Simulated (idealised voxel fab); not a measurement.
process module | voxel wiring stack
cross-section cut | 280 nm wide | cells 5 nm
A cross-section is a grid of square cells, given in bands from the top down. A band is one or more rows of cells.
Each band's line starts with the height of the band's top and of its bottom, in nm. Then come its materials from left to right, each with its width in nm. One material with "throughout" fills the band from edge to edge. "air" is empty space.
Height 0 is the level under which the wafer as received is all one material. The lowest band goes on downwards, as in "0 down".
A width such as "30 to 40" changes by the same amount from each row of cells to the next, from the band's top row to its bottom row.
"no change" after a step means that no cell of the cross-section changed.
closed voids: empty space of 8 cells or more with no open way to the top, each as width x height at its distance from the left edge, in nm
after a step's settings: what the simulator itself notes on the step
overlay nm, on a step with a mask: how far to the right of its planned place the mask lay; to the left if negative
plan
1 op RECEIVE | material Si
2 op CONFORMAL_DEP | material SiO2 | thk nm 10
3 op CONFORMAL_DEP | material SiN | thk nm 5
4 op DIRECTIONAL_DEP | material SiO2 | thk nm 20
5 op MASKED_ETCH | tone open | mask id METAL_1 | width nm 20 | pitch nm 40 | etch materials SiO2 | depth nm 20 | overlay nm 0
6 op MASKED_ETCH | tone open | mask id METAL_1 | width nm 20 | pitch nm 40 | etch materials SiN | depth nm 5 | overlay nm -15
7 op CONFORMAL_DEP | material TiN | thk nm 5
8 op FILL_DEP | material Ru | thk nm 10
9 op CMP | height nm 35
10 op CONFORMAL_DEP | material SiCN | thk nm 5
11 op DIRECTIONAL_DEP | material SiO2 | thk nm 15
12 op MASKED_ETCH | tone open | mask id PLUG_1 | width nm 15 | pitch nm 80 | etch materials SiO2 | depth nm 15 | overlay nm 0
13 op MASKED_ETCH | tone open | mask id PLUG_1 | width nm 15 | pitch nm 80 | etch materials SiCN | depth nm 5 | overlay nm 0
14 op CONFORMAL_DEP | material TiN | thk nm 5
15 op FILL_DEP | material W | thk nm 5
16 op CMP | height nm 55
17 op CONFORMAL_DEP | material SiN | thk nm 5
18 op DIRECTIONAL_DEP | material lowk | thk nm 20
19 op MASKED_ETCH | tone open | mask id METAL_2 | width nm 20 | pitch nm 40 | etch materials lowk | depth nm 20 | overlay nm 0
20 op MASKED_ETCH | tone open | mask id METAL_2 | width nm 20 | pitch nm 40 | etch materials SiN | depth nm 5 | overlay nm 0
21 op CONFORMAL_DEP | material TiN | thk nm 5
22 op FILL_DEP | material Cu | thk nm 5
23 op CMP | height nm 80
24 op CONFORMAL_DEP | material SiCN | thk nm 5
25 op DIRECTIONAL_DEP | material lowk | thk nm 35
26 op MASKED_ETCH | tone open | mask id METAL_3 | width nm 20 | pitch nm 40 | etch materials lowk | depth nm 20 | overlay nm 0
27 op DIRECTIONAL_DEP | material aC | thk nm 10
28 op PATTERN | tone open | mask id METAL_3_HOLES | material resist | width nm 15 | pitch nm 80 | thk nm 25 | overlay nm 0
29 op DIRECTIONAL_ETCH | etch materials aC | depth nm 10
30 op STRIP | etch materials resist
31 op DIRECTIONAL_ETCH | etch materials lowk | depth nm 15
32 op DIRECTIONAL_ETCH | etch materials SiCN | depth nm 5
33 op STRIP | etch materials aC
34 op CONFORMAL_DEP | material TiN | thk nm 5
35 op FILL_DEP | material Cu | thk nm 10
36 op CMP | height nm 120
37 op CONFORMAL_DEP | material SiN | thk nm 5
varied across the wafers: overlay nm of step 6. The plan shows the first wafer's value. All wafers start alike
first wafer as received, after step 1
  0 down: Si throughout
  closed voids: none
each wafer at the end: cells of each material gained (+) or lost (-) since it was received, then its closed voids
overlay nm -15 | +50 Cu | +18 Ru | +100 SiCN | +153 SiN | +438 SiO2 | +133 TiN | +6 W | +502 lowk | closed voids: none
overlay nm -10 | +50 Cu | +18 Ru | +100 SiCN | +150 SiN | +438 SiO2 | +136 TiN | +6 W | +502 lowk | closed voids: none
overlay nm -5 | +50 Cu | +21 Ru | +100 SiCN | +147 SiN | +438 SiO2 | +136 TiN | +6 W | +502 lowk | closed voids: none
overlay nm 0 | +50 Cu | +24 Ru | +100 SiCN | +144 SiN | +438 SiO2 | +136 TiN | +6 W | +502 lowk | closed voids: none
overlay nm 5 | +50 Cu | +21 Ru | +100 SiCN | +147 SiN | +438 SiO2 | +136 TiN | +6 W | +502 lowk | closed voids: none
overlay nm 10 | +50 Cu | +18 Ru | +100 SiCN | +150 SiN | +438 SiO2 | +136 TiN | +6 W | +502 lowk | closed voids: none
overlay nm 15 | +50 Cu | +18 Ru | +100 SiCN | +153 SiN | +438 SiO2 | +133 TiN | +6 W | +502 lowk | closed voids: none
